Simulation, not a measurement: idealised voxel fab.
process module | voxel local oxidation
cross-section cut | 175 nm wide | cells 5 nm
A cross-section is a grid of square cells, given in bands from the top down. A band is one or more rows of cells.
Each band's line starts with the height of the band's top and of its bottom, in nm. Then come its materials from left to right, each with its width in nm. One material with "throughout" fills the band from edge to edge. "air" is empty space.
Height 0 is the level under which the wafer as received is all one material. The lowest band goes on downwards, as in "0 down".
A width such as "30 to 40" changes by the same amount from each row of cells to the next, from the band's top row to its bottom row.
"no change" after a step means that no cell of the cross-section changed.
closed voids: empty space of 8 cells or more with no open way to the top, each as width x height at its distance from the left edge, in nm
after a step's settings: what the simulator itself notes on the step
overlay nm, on a step with a mask: how far to the right of its planned place the mask lay; to the left if negative
plan
1 op RECEIVE | material Si
2 op OXIDIZE | depth nm 5
3 op CONFORMAL_DEP | material SiN | thk nm 15
4 op PATTERN | tone cover | mask id ACTIVE | material resist | width nm 105 | thk nm 15 | overlay nm 0
5 op DIRECTIONAL_ETCH | etch materials SiN | depth nm 15
6 op STRIP | etch materials resist
7 op SELECTIVE_ETCH | etch materials SiO2 | depth nm 5
8 op OXIDIZE | depth nm 10
9 op STRIP | etch materials SiN
as received, after step 1
  0 down: Si throughout
  closed voids: none
first wafer at the end, as planned
  0 to -5: air 40 | SiO2 95 | air 40
  -5 to -15: SiO2 50 | Si 75 | SiO2 50
  -15 down: Si throughout
  closed voids: none
second wafer at the end: like start, like plan, one mistake
  0 to -5: air 40 | SiO2 100 | air 35
  -5 to -15: SiO2 50 | Si 80 | SiO2 45
  -15 down: Si throughout
  closed voids: none
what went wrong: step 4 ran as: op PATTERN | tone cover | mask id ACTIVE | material resist | width nm 110 | thk nm 15 | overlay nm 0
at the end the second wafer has, in cells: 2 more of Si | 1 fewer of SiO2
